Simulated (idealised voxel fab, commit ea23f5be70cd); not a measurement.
Title: Process Module voxel transistor to metal
The cross-section on display is named cut; it measures 165 nm wide, and its cells are 5 nm squares.
Notation: cross-section as square-cell grid; stated in bands, top first, going down; one or more cell rows per band. It is stipulated that each band's entry specify, in nanometres, the height of the top of the band and then that of its bottom, followed by the materials of the band in left-to-right sequence, each together with its width in nanometres. A single material marked by the word "throughout" is understood to fill the band from edge to edge; the word "air" is understood to denote empty space. Measure heights from 0. That's the level where, below it, the as-received wafer is all one material. The lowest band is bottomless and extends downward; write it as in "0 -> down". Width spec "30->40" -> top row of cells at first value, bottom row at second value, equal per-row change in between. Key: "remains unaltered" - step with no changed cell in the cross-section. "Encapsulated voids" specifies each empty space that is not open to the top and that occupies no fewer than 8 cells, using the form width x height at distance, the distance measured from the left edge and all three quantities in nm. Note: text after step settings on the step line = simulator remark on that step. A step's line can hold "overlay nm"; with a mask on that step, the setting says how far right of the planned place the mask lay, while a negative setting says it lay to the left.

### The process steps that were planned are listed below
1: RECEIVE: material Si
2: OXIDIZE: depth nm 5
3: CONFORMAL_DEP: material SiN, thk nm 10
4: MASKED_ETCH: tone cover, mask id ACTIVE, width nm 115, etch materials SiN, depth nm 10, overlay nm 0
5: MASKED_ETCH: tone cover, mask id ACTIVE, width nm 115, etch materials SiO2, depth nm 5, overlay nm 0
6: MASKED_ETCH: tone cover, mask id ACTIVE, width nm 115, etch materials Si, depth nm 30, overlay nm 0
7: OXIDIZE: depth nm 5
8: FILL_DEP: material SiO2, thk nm 10
9: CMP: height nm 10
10: SELECTIVE_ETCH: etch materials SiO2, depth nm 5
11: STRIP: etch materials SiN
12: SELECTIVE_ETCH: etch materials SiO2, depth nm 5
13: OXIDIZE: depth nm 5
14: DIRECTIONAL_DEP: material polySi, thk nm 20
15: DIRECTIONAL_DEP: material SiCN, thk nm 15
16: DIRECTIONAL_DEP: material aC, thk nm 15
17: PATTERN: tone cover, mask id GATE, material resist, width nm 25, thk nm 35, overlay nm 0
18: DIRECTIONAL_ETCH: etch materials aC, depth nm 15
19: STRIP: etch materials resist
20: DIRECTIONAL_ETCH: etch materials SiCN, depth nm 25
21: DIRECTIONAL_ETCH: etch materials polySi, depth nm 30
22: STRIP: etch materials aC
23: CONFORMAL_DEP: material SiN, thk nm 10
24: DIRECTIONAL_ETCH: etch materials SiN, depth nm 10
25: DIRECTIONAL_ETCH: etch materials SiO2, depth nm 5
26: EPI: material pSi, thk nm 5
27: FILL_DEP: material SiO2, thk nm 5
28: CMP: height nm 15
29: STRIP: etch materials polySi
30: SELECTIVE_ETCH: etch materials SiO2, depth nm 5
31: CONFORMAL_DEP: material HfO2, thk nm 5
32: CONFORMAL_DEP: material TiN, thk nm 5
33: FILL_DEP: material W, thk nm 10
34: CMP: height nm 10
35: DIRECTIONAL_DEP: material SiO2, thk nm 15
36: DIRECTIONAL_DEP: material aC, thk nm 10
37: PATTERN: tone open, mask id CONTACT, material resist, width nm 20, pitch nm 85, thk nm 25, overlay nm 0
38: DIRECTIONAL_ETCH: etch materials aC, depth nm 10
39: STRIP: etch materials resist
40: DIRECTIONAL_ETCH: etch materials SiO2, depth nm 30
41: STRIP: etch materials aC
42: CONFORMAL_DEP: material TiN, thk nm 5
43: FILL_DEP: material W, thk nm 5
44: CMP: height nm 25
45: CONFORMAL_DEP: material SiCN, thk nm 5
46: DIRECTIONAL_DEP: material SiO2, thk nm 20
47: MASKED_ETCH: tone open, mask id METAL_1, width nm 20, pitch nm 85, etch materials SiO2, depth nm 20, overlay nm 0
48: MASKED_ETCH: tone open, mask id METAL_1, width nm 20, pitch nm 85, etch materials SiCN, depth nm 5, overlay nm 0
49: CONFORMAL_DEP: material TiN, thk nm 5
50: FILL_DEP: material Cu, thk nm 5
51: CMP: height nm 50
52: CONFORMAL_DEP: material SiCN, thk nm 5

### Cross-section of the wafer upon arrival, representing the state reached after step 1
* 0 -> down: Si throughout
* Encapsulated voids: none

### Cross-sectional result after module completion. Note: starting condition and plan are unchanged from above; one processing mistake was made
* 55 -> 50: SiCN throughout
* 50 -> 30: 30 nm SiO2, then 5 nm TiN, then 10 nm Cu, then 5 nm TiN, then 65 nm SiO2, then 5 nm TiN, then 10 nm Cu, then 5 nm TiN, then 30 nm SiO2
* 30 -> 25: 30 nm SiCN, then 20 nm TiN, then 65 nm SiCN, then 20 nm TiN, then 30 nm SiCN
* 25 -> 10: 30 nm SiO2, then 5 nm TiN, then 10 nm W, then 5 nm TiN, then 65 nm SiO2, then 5 nm TiN, then 10 nm W, then 5 nm TiN, then 30 nm SiO2
* 10 -> 0: 30 nm SiO2, then 5 nm TiN, then 10 nm W, then 5 nm TiN, then 10 nm SiO2, then 10 nm SiN, then 5 nm HfO2, then 5 nm TiN, then 5 nm W, then 5 nm TiN, then 5 nm HfO2, then 10 nm SiN, then 10 nm SiO2, then 5 nm TiN, then 10 nm W, then 5 nm TiN, then 30 nm SiO2
* 0 -> -5: 20 nm SiO2, then 10 nm SiN, then 20 nm TiN, then 10 nm SiO2, then 10 nm SiN, then 5 nm HfO2, then 15 nm TiN, then 5 nm HfO2, then 10 nm SiN, then 10 nm SiO2, then 20 nm TiN, then 10 nm SiN, then 20 nm SiO2
* -5 -> -10: 30 nm SiO2, then 30 nm pSi, then 5 nm SiO2, then 35 nm HfO2, then 5 nm SiO2, then 30 nm pSi, then 30 nm SiO2
* -10 -> -70: 30 nm SiO2, then 105 nm Si, then 30 nm SiO2
* -70 -> down: Si throughout
* Encapsulated voids: none
Error vs. plan: it should be noted that step 6 of the plan was executed twice
